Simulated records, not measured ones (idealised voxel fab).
process module | voxel wiring stack
cross-section cut | 235 nm wide | cells 5 nm
A cross-section is a grid of square cells, given in bands from the top down. A band is one or more rows of cells.
Each band's line starts with the height of the band's top and of its bottom, in nm. Then come its materials from left to right, each with its width in nm. One material with "throughout" fills the band from edge to edge. "air" is empty space.
Height 0 is the level under which the wafer as received is all one material. The lowest band goes on downwards, as in "0 down".
A width such as "30 to 40" changes by the same amount from each row of cells to the next, from the band's top row to its bottom row.
"no change" after a step means that no cell of the cross-section changed.
closed voids: empty space of 8 cells or more with no open way to the top, each as width x height at its distance from the left edge, in nm
after a step's settings: what the simulator itself notes on the step
overlay nm, on a step with a mask: how far to the right of its planned place the mask lay; to the left if negative
plan
1 op RECEIVE | material Si
2 op CONFORMAL_DEP | material SiO2 | thk nm 15
3 op DIRECTIONAL_DEP | material TiN | thk nm 5
4 op DIRECTIONAL_DEP | material W | thk nm 25
5 op PATTERN | tone cover | mask id METAL_1 | material resist | width nm 20 | pitch nm 40 | thk nm 15 | overlay nm 0
6 op DIRECTIONAL_ETCH | etch materials W | depth nm 25
7 op DIRECTIONAL_ETCH | etch materials TiN | depth nm 5
8 op STRIP | etch materials resist
9 op FILL_DEP | material lowk | thk nm 5
10 op CMP | height nm 45
11 op CONFORMAL_DEP | material SiCN | thk nm 5
12 op DIRECTIONAL_DEP | material SiO2 | thk nm 15
13 op PATTERN | tone open | mask id PLUG_1 | material resist | width nm 15 | pitch nm 40 | thk nm 20 | overlay nm 0
14 op DIRECTIONAL_ETCH | etch materials SiO2 | depth nm 15
15 op DIRECTIONAL_ETCH | etch materials SiCN | depth nm 5
16 op STRIP | etch materials resist
17 op CONFORMAL_DEP | material TiN | thk nm 5
18 op FILL_DEP | material W | thk nm 10
19 op CMP | height nm 65
20 op CONFORMAL_DEP | material SiCN | thk nm 5
21 op DIRECTIONAL_DEP | material SiO2 | thk nm 20
22 op PATTERN | tone open | mask id METAL_2 | material resist | width nm 15 | pitch nm 40 | thk nm 15 | overlay nm 0
23 op DIRECTIONAL_ETCH | etch materials SiO2 | depth nm 20
24 op DIRECTIONAL_ETCH | etch materials SiCN | depth nm 5
25 op STRIP | etch materials resist
26 op CONFORMAL_DEP | material TiN | thk nm 5
27 op FILL_DEP | material Cu | thk nm 10
28 op CMP | height nm 90
29 op EPI | material Ru | thk nm 5
30 op FILL_DEP | material SiCN | thk nm 5
31 op DIRECTIONAL_DEP | material lowk | thk nm 30
32 op PATTERN | tone open | mask id METAL_3 | material resist | width nm 20 | pitch nm 40 | thk nm 20 | overlay nm 0
33 op DIRECTIONAL_ETCH | etch materials lowk | depth nm 20
34 op STRIP | etch materials resist
35 op DIRECTIONAL_DEP | material aC | thk nm 10
36 op PATTERN | tone open | mask id METAL_3_HOLES | material resist | width nm 15 | thk nm 25 | overlay nm 0
37 op DIRECTIONAL_ETCH | etch materials aC | depth nm 10
38 op STRIP | etch materials resist
39 op DIRECTIONAL_ETCH | etch materials lowk | depth nm 10
40 op DIRECTIONAL_ETCH | etch materials SiCN | depth nm 5
41 op STRIP | etch materials aC
42 op CONFORMAL_DEP | material TiN | thk nm 5
43 op FILL_DEP | material Ru | thk nm 5
44 op CMP | height nm 130
45 op CONFORMAL_DEP | material SiCN | thk nm 5
46 op DIRECTIONAL_DEP | material lowk | thk nm 10
47 op DIRECTIONAL_DEP | material aC | thk nm 10
48 op PATTERN | tone open | mask id PLUG_3 | material resist | width nm 15 | pitch nm 40 | thk nm 25 | overlay nm 0
49 op DIRECTIONAL_ETCH | etch materials aC | depth nm 10
50 op STRIP | etch materials resist
51 op DIRECTIONAL_ETCH | etch materials lowk | depth nm 10
52 op DIRECTIONAL_ETCH | etch materials SiCN | depth nm 5
53 op STRIP | etch materials aC
54 op CONFORMAL_DEP | material TiN | thk nm 5
55 op FILL_DEP | material Cu | thk nm 5
56 op CMP | height nm 145
57 op DIRECTIONAL_DEP | material TiN | thk nm 5
58 op DIRECTIONAL_DEP | material Ru | thk nm 15
59 op DIRECTIONAL_DEP | material aC | thk nm 10
60 op PATTERN | tone cover | mask id METAL_4 | material resist | width nm 20 | pitch nm 40 | thk nm 30 | overlay nm 0
61 op DIRECTIONAL_ETCH | etch materials aC | depth nm 10
62 op STRIP | etch materials resist
63 op DIRECTIONAL_ETCH | etch materials Ru | depth nm 15
64 op DIRECTIONAL_ETCH | etch materials TiN | depth nm 5
65 op STRIP | etch materials aC
66 op CONFORMAL_DEP | material SiN | thk nm 5
67 op FILL_DEP | material SiO2 | thk nm 10
68 op CMP | height nm 165
69 op CONFORMAL_DEP | material SiCN | thk nm 5
varied across the wafers: width nm of step 22. The plan shows the first wafer's value. All wafers start alike
first wafer as received, after step 1
  0 down: Si throughout
  closed voids: none
first wafer at the end, after step 69
  170 to 165: SiCN throughout
  165 to 150: SiO2 80 | SiN 5 | Ru 20 | SiN 5 | SiO2 10 | SiN 5 | Ru 20 | SiN 5 | SiO2 85
  150 to 145: SiN 85 | TiN 20 | SiN 20 | TiN 20 | SiN 90
  145 to 135: lowk 85 | TiN 5 | Cu 5 | TiN 5 | lowk 25 | TiN 5 | Cu 5 | TiN 5 | lowk 95
  135 to 130: SiCN 85 | TiN 15 | SiCN 25 | TiN 15 | SiCN 95
  130 to 115: lowk 85 | TiN 5 | Ru 10 | TiN 5 | lowk 20 | TiN 5 | Ru 10 | TiN 5 | lowk 90
  115 to 110: lowk 85 | TiN 5 | Ru 5 | TiN 10 | lowk 20 | TiN 20 | lowk 90
  110 to 100: lowk 85 | TiN 5 | Ru 5 | TiN 5 | lowk 135
  100 to 95: SiCN 85 | TiN 15 | SiCN 135
  95 to 90: SiCN 85 | Ru 25 | SiCN 15 | Ru 25 | SiCN 85
  90 to 70: SiO2 90 | TiN 5 | Cu 5 | TiN 5 | SiO2 25 | TiN 5 | Cu 5 | TiN 5 | SiO2 90
  70 to 65: SiCN 90 | TiN 15 | SiCN 25 | TiN 15 | SiCN 90
  65 to 50: SiO2 85 | TiN 5 | W 5 | TiN 5 | SiO2 25 | TiN 5 | W 5 | TiN 5 | SiO2 95
  50 to 45: SiCN 85 | TiN 15 | SiCN 25 | TiN 15 | SiCN 95
  45 to 20: lowk 85 | W 20 | lowk 20 | W 20 | lowk 90
  20 to 15: lowk 85 | TiN 20 | lowk 20 | TiN 20 | lowk 90
  15 to 0: SiO2 throughout
  0 down: Si throughout
  closed voids: none
last wafer at the end
  170 to 165: SiCN throughout
  165 to 150: SiO2 80 | SiN 5 | Ru 20 | SiN 5 | SiO2 10 | SiN 5 | Ru 20 | SiN 5 | SiO2 85
  150 to 145: SiN 85 | TiN 20 | SiN 20 | TiN 20 | SiN 90
  145 to 135: lowk 85 | TiN 5 | Cu 5 | TiN 5 | lowk 25 | TiN 5 | Cu 5 | TiN 5 | lowk 95
  135 to 130: SiCN 85 | TiN 15 | SiCN 25 | TiN 15 | SiCN 95
  130 to 115: lowk 85 | TiN 5 | Ru 10 | TiN 5 | lowk 20 | TiN 5 | Ru 10 | TiN 5 | lowk 90
  115 to 110: lowk 85 | TiN 5 | Ru 5 | TiN 10 | lowk 20 | TiN 20 | lowk 90
  110 to 100: lowk 85 | TiN 5 | Ru 5 | TiN 5 | lowk 135
  100 to 95: SiCN 85 | TiN 15 | SiCN 135
  95 to 90: SiCN 80 | Ru 35 | SiCN 5 | Ru 35 | SiCN 80
  90 to 70: SiO2 85 | TiN 5 | Cu 15 | TiN 5 | SiO2 15 | TiN 5 | Cu 15 | TiN 5 | SiO2 85
  70 to 65: SiCN 85 | TiN 25 | SiCN 15 | TiN 25 | SiCN 85
  65 to 50: SiO2 85 | TiN 5 | W 5 | TiN 5 | SiO2 25 | TiN 5 | W 5 | TiN 5 | SiO2 95
  50 to 45: SiCN 85 | TiN 15 | SiCN 25 | TiN 15 | SiCN 95
  45 to 20: lowk 85 | W 20 | lowk 20 | W 20 | lowk 90
  20 to 15: lowk 85 | TiN 20 | lowk 20 | TiN 20 | lowk 90
  15 to 0: SiO2 throughout
  0 down: Si throughout
  closed voids: none
each wafer at the end: cells of each material gained (+) or lost (-) since it was received, then its closed voids
width nm 15 | +12 Cu | +49 Ru | +251 SiCN | +51 SiN | +533 SiO2 | +96 TiN | +46 W | +560 lowk | closed voids: none
width nm 20 | +20 Cu | +51 Ru | +247 SiCN | +51 SiN | +525 SiO2 | +98 TiN | +46 W | +560 lowk | closed voids: none
width nm 25 | +28 Cu | +53 Ru | +243 SiCN | +51 SiN | +517 SiO2 | +100 TiN | +46 W | +560 lowk | closed voids: none
